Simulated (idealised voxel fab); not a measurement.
Documented hereafter: the process module known as voxel quadruple lines.
The figure presents cross-section cut, which has a width of 175 nm and is divided into square cells with an edge length of 5 nm.
A cross-section is written here as square cells arranged in a grid, and it is given in bands from the top down, each band taking up one or more rows of cells. Basically the band line says how high the top is and how high the bottom is, in nm, and then what's in it from left to right, every material with its width in nm. Empty space shows up as "empty", and if a single material carries "throughout" it runs the full band edge to edge. It should be noted that heights are counted from 0, beneath which the wafer as supplied is of one material throughout, and that the lowest band possesses no lower boundary but continues downward, as written in "from 0 down". The two numbers in a width such as "30..40" mark its ends across the band: the first belongs to the top row of cells, the second to the bottom row, and from each row to the next the width moves by the same amount. It should be understood that the words "remained unchanged", when stated for a given step, signify that the cross-section underwent no change in any of its cells during that step. The entry titled "Enclosed cavity list" provides the empty spaces that have no open way to the top, restricted to those of 8 cells or more. Each is presented as width x height at distance, the distance being measured from the left edge, with all three in nm. If you see something after the settings on a step's line, that's the simulator's own remark about that step. overlay nm: right-of-plan distance of the mask on a masked step; negative values mean left-of-plan.
Planned process steps
1: RECEIVE | material Si
2: CONFORMAL_DEP | material SiO2 | thk nm 10
3: DIRECTIONAL_DEP | material TiN | thk nm 15
4: DIRECTIONAL_DEP | material polySi | thk nm 20
5: DIRECTIONAL_DEP | material aC | thk nm 25
6: PATTERN | tone cover | mask id MANDREL | material resist | width nm 25 | pitch nm 80 | thk nm 30 | overlay nm 0
7: DIRECTIONAL_ETCH | etch materials aC | depth nm 25
8: STRIP | etch materials resist
9: CONFORMAL_DEP | material SiO2 | thk nm 15
10: DIRECTIONAL_ETCH | etch materials SiO2 | depth nm 15
11: STRIP | etch materials aC
12: DIRECTIONAL_ETCH | etch materials polySi | depth nm 20
13: STRIP | etch materials SiO2
14: CONFORMAL_DEP | material SiN | thk nm 5
15: DIRECTIONAL_ETCH | etch materials SiN | depth nm 5
16: STRIP | etch materials polySi
17: DIRECTIONAL_ETCH | etch materials TiN | depth nm 15
18: STRIP | etch materials SiN
19: FILL_DEP | material lowk | thk nm 10
20: CMP | height nm 25
As received (post step 1): cross-section
	from 0 down | Si throughout
	Enclosed cavity list: none
Same starting wafer, same plan as above, one mistake in the execution; this is the cross-section at the end of the module
	from 25 to 20 | lowk throughout
	from 20 to 10 | 15 lowk  5 TiN  15 lowk  5 TiN  15 lowk  5 TiN  15 lowk  5 TiN  15 lowk  5 TiN  15 lowk  5 TiN  15 lowk  5 TiN  15 lowk  5 TiN  15 lowk
	from 10 to 0 | SiO2 throughout
	from 0 down | Si throughout
	Enclosed cavity list: none
Diagnosis: planned and actual differ for step 3; actual: DIRECTIONAL_DEP | material TiN | thk nm 10
